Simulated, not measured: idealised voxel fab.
The following is a process module called voxel spacer lines.
Square cell edge 5 nm, section width 145 nm, ID cut.
This document writes a cross-section as a grid whose cells are square, and gives it as bands, listed from the top down; one or more rows of cells form a band.
Each band's line starts with the height of the band's top and of its bottom, in nm. Then come its materials from left to right, each with its width in nm. One material with "throughout" fills the band from edge to edge. "air" is empty space.
The reference from which all heights are counted is 0, the level beneath which the as-received wafer is entirely one material; the lowest band, having no lower bound, proceeds downward and is written after the example "0 nm and below".
You'd read "30..40" like this: the band's top row of cells is as wide as the first number, its bottom row is as wide as the second, and going down, every row changes width by the same amount as the row before did.
No cell of the cross-section changed in a step that is given as "changes: none".
In "Voids, enclosed" the enclosed voids are listed, meaning empty spaces of 8 cells or larger without any opening to the top. The form is width x height at distance, distance from the left edge, units nm.
Read whatever lies past the settings on a step's line as the simulator's own remark about the step.
overlay nm: mask right of planned place by this much (step with mask). Neg. = left.

Listed below are the process steps as planned:
- 1: RECEIVE [material Si]
- 2: CONFORMAL_DEP [material Al2O3] [thk nm 5]
- 3: DIRECTIONAL_DEP [material W] [thk nm 15]
- 4: DIRECTIONAL_DEP [material polySi] [thk nm 20]
- 5: PATTERN [tone cover] [mask id MANDREL] [material resist] [width nm 15] [pitch nm 50] [thk nm 30] [overlay nm 0]
- 6: DIRECTIONAL_ETCH [etch materials polySi] [depth nm 20]
- 7: STRIP [etch materials resist]
- 8: CONFORMAL_DEP [material SiN] [thk nm 10]
- 9: DIRECTIONAL_ETCH [etch materials SiN] [depth nm 10]
- 10: STRIP [etch materials polySi]
- 11: DIRECTIONAL_ETCH [etch materials W] [depth nm 15]
- 12: STRIP [etch materials SiN]
- 13: FILL_DEP [material SiO2] [thk nm 5]
- 14: CMP [height nm 20]

Incoming wafer, cross-sectional view, post step 1:
* 0 nm and below = Si throughout
* Voids, enclosed: none

Here's the cross-section of the first of our two wafers at the end of the module - it ran as planned:
* 20 nm to 5 nm = SiO2 (30), then W (10), then SiO2 (15), then W (10), then SiO2 (15), then W (10), then SiO2 (15), then W (10), then SiO2 (30)
* 5 nm to 0 nm = Al2O3 throughout
* 0 nm and below = Si throughout
* Voids, enclosed: none

Second wafer cross-section at end of module - shared start and plan with the first, one mistake in the run:
* 10 nm to 5 nm = SiO2 (30), then W (10), then SiO2 (15), then W (10), then SiO2 (15), then W (10), then SiO2 (15), then W (10), then SiO2 (30)
* 5 nm to 0 nm = Al2O3 throughout
* 0 nm and below = Si throughout
* Voids, enclosed: none
Short version of what went wrong: off-plan run, step 14, actual operation and settings CMP [height nm 10]
Cell-count delta at end, second wafer over first, by material: SiO2 -42; W -16
